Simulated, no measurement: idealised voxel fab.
Documented hereafter: the process module known as voxel transistor to metal.
FYI the section here is cut, 180 nm wide, cells are 5 nm squares.
Each cross-section below is a grid of square cells, stated as bands in top-down order, with one or more rows of cells making up each band.
For a band, the entry starts with two heights in nm, that of the top and then that of the bottom, and carries on with the band's materials in order from left to right, each alongside its width in nm; the word "everywhere" beside a single material means it fills the band edge to edge, and "blank" means empty space.
Counting heights begins at 0, where everything beneath is, in the wafer as received, one material. The lowest band has no bottom; it goes on downwards, as "z 0 and below" shows.
A two-number width, for instance "30 to 40", indicates that the width is equal to the first number in the top row of the band and to the second number in the bottom row, and that it changes by a constant amount per row of cells.
"changes: none" (step): cross-section cells unchanged, all of them.
Listed in "Fully enclosed voids": every empty space of 8 or more cells without an open way to the top. Form: width x height at distance, the distance being from the left edge, all in nm.
Whatever follows a step's settings on its line is a remark the simulator itself makes about that step.
The "overlay nm" setting may appear on a step's line; for a step that uses a mask, it gives how far to the right of its planned position the mask lay, and a negative value indicates the left.

Process steps - plan:
1,RECEIVE: material Si
2,CONFORMAL_DEP: material SiO2, thk nm 5
3,CONFORMAL_DEP: material SiN, thk nm 10
4,DIRECTIONAL_DEP: material aC, thk nm 10
5,PATTERN: tone cover, mask id ACTIVE, material resist, width nm 110, thk nm 30, overlay nm 0
6,DIRECTIONAL_ETCH: etch materials aC, depth nm 10
7,STRIP: etch materials resist
8,DIRECTIONAL_ETCH: etch materials SiN, depth nm 10
9,DIRECTIONAL_ETCH: etch materials SiO2, depth nm 5
10,DIRECTIONAL_ETCH: etch materials Si, depth nm 30
11,STRIP: etch materials aC
12,FILL_DEP: material SiO2, thk nm 10
13,CMP: height nm 15
14,SELECTIVE_ETCH: etch materials SiO2, depth nm 5
15,STRIP: etch materials SiN
16,SELECTIVE_ETCH: etch materials SiO2, depth nm 5
17,OXIDIZE: depth nm 5
18,DIRECTIONAL_DEP: material polySi, thk nm 25
19,DIRECTIONAL_DEP: material SiCN, thk nm 15
20,PATTERN: tone cover, mask id GATE, material resist, width nm 30, thk nm 20, overlay nm 0
21,DIRECTIONAL_ETCH: etch materials SiCN, depth nm 25
22,DIRECTIONAL_ETCH: etch materials polySi, depth nm 35
23,STRIP: etch materials resist
24,CONFORMAL_DEP: material SiN, thk nm 5
25,DIRECTIONAL_ETCH: etch materials SiN, depth nm 5
26,DIRECTIONAL_ETCH: etch materials SiO2, depth nm 5
27,DIRECTIONAL_ETCH: etch materials Si, depth nm 10
28,EPI: material SiGe, thk nm 10
29,FILL_DEP: material SiO2, thk nm 10
30,CMP: height nm 25
31,STRIP: etch materials polySi
32,SELECTIVE_ETCH: etch materials SiO2, depth nm 5
33,CONFORMAL_DEP: material HfO2, thk nm 5
34,CONFORMAL_DEP: material TiN, thk nm 5
35,FILL_DEP: material W, thk nm 10
36,CMP: height nm 20
37,DIRECTIONAL_DEP: material SiO2, thk nm 10
38,DIRECTIONAL_DEP: material aC, thk nm 10
39,PATTERN: tone open, mask id CONTACT, material resist, width nm 15, pitch nm 75, thk nm 25, overlay nm 0
40,DIRECTIONAL_ETCH: etch materials aC, depth nm 10
41,STRIP: etch materials resist
42,DIRECTIONAL_ETCH: etch materials SiO2, depth nm 35
43,STRIP: etch materials aC
44,CONFORMAL_DEP: material TiN, thk nm 5
45,FILL_DEP: material W, thk nm 5
46,CMP: height nm 30
47,DIRECTIONAL_DEP: material TiN, thk nm 5
48,DIRECTIONAL_DEP: material Ru, thk nm 20
49,DIRECTIONAL_DEP: material aC, thk nm 15
50,PATTERN: tone cover, mask id METAL_1, material resist, width nm 15, pitch nm 75, thk nm 35, overlay nm 0
51,DIRECTIONAL_ETCH: etch materials aC, depth nm 15
52,STRIP: etch materials resist
53,DIRECTIONAL_ETCH: etch materials Ru, depth nm 20
54,DIRECTIONAL_ETCH: etch materials TiN, depth nm 5
55,STRIP: etch materials aC
56,CONFORMAL_DEP: material SiN, thk nm 5
57,FILL_DEP: material lowk, thk nm 10
58,CMP: height nm 55
59,CONFORMAL_DEP: material SiCN, thk nm 5

As-received wafer cross-section (after step 1):
> z 0 and below  Si everywhere
> Fully enclosed voids: none

Post-module cross-section of the first of two wafers (run per plan):
> z 60 to 55  SiCN everywhere
> z 55 to 35  lowk 40, SiN 5, Ru 15, SiN 5, lowk 50, SiN 5, Ru 15, SiN 5, lowk 40
> z 35 to 30  SiN 45, TiN 15, SiN 60, TiN 15, SiN 45
> z 30 to 20  SiO2 45, TiN 5, W 5, TiN 5, SiO2 60, TiN 5, W 5, TiN 5, SiO2 45
> z 20 to 5  SiO2 45, TiN 5, W 5, TiN 5, SiO2 10, SiN 5, HfO2 5, TiN 5, W 10, TiN 5, HfO2 5, SiN 5, SiO2 10, TiN 5, W 5, TiN 5, SiO2 45
> z 5 to 0  SiO2 30, SiN 5, SiO2 10, TiN 5, W 5, TiN 5, SiGe 10, SiN 5, HfO2 5, TiN 20, HfO2 5, SiN 5, SiGe 10, TiN 5, W 5, TiN 5, SiO2 10, SiN 5, SiO2 30
> z 0 to -5  SiO2 45, TiN 15, SiGe 10, HfO2 40, SiGe 10, TiN 15, SiO2 45
> z -5 to -15  SiO2 35, SiGe 35, Si 40, SiGe 35, SiO2 35
> z -15 to -30  SiO2 35, Si 110, SiO2 35
> z -30 and below  Si everywhere
> Fully enclosed voids: none

Same start, same plan as the first wafer - but one mistake in the run. Cross-section of the second of the two at the end of the module:
> z 60 to 55  SiCN everywhere
> z 55 to 35  lowk 40, SiN 5, Ru 15, SiN 5, lowk 50, SiN 5, Ru 15, SiN 5, lowk 40
> z 35 to 30  SiN 45, TiN 15, SiN 60, TiN 15, SiN 45
> z 30 to 20  SiO2 45, TiN 5, W 5, TiN 5, SiO2 60, TiN 5, W 5, TiN 5, SiO2 45
> z 20 to 5  SiO2 45, TiN 5, W 5, TiN 5, SiO2 10, SiN 5, HfO2 5, TiN 5, W 10, TiN 5, HfO2 5, SiN 5, SiO2 10, TiN 5, W 5, TiN 5, SiO2 45
> z 5 to 0  SiO2 30, SiN 5, SiO2 10, TiN 5, W 5, TiN 5, SiGe 10, SiN 5, HfO2 5, TiN 20, HfO2 5, SiN 5, SiGe 10, TiN 5, W 5, TiN 5, SiO2 10, SiN 5, SiO2 30
> z 0 to -5  SiO2 45, TiN 15, SiGe 10, HfO2 40, SiGe 10, TiN 15, SiO2 45
> z -5 to -15  SiO2 35, SiGe 35, Si 40, SiGe 35, SiO2 35
> z -15 to -60  SiO2 35, Si 110, SiO2 35
> z -60 and below  Si everywhere
> Fully enclosed voids: none
What was done differently from what was planned? execution of plan step 10 occurred twice
Final comparison by cell count, materials where the second wafer has more or fewer than the first: Si: 84 fewer, SiO2: 84 more
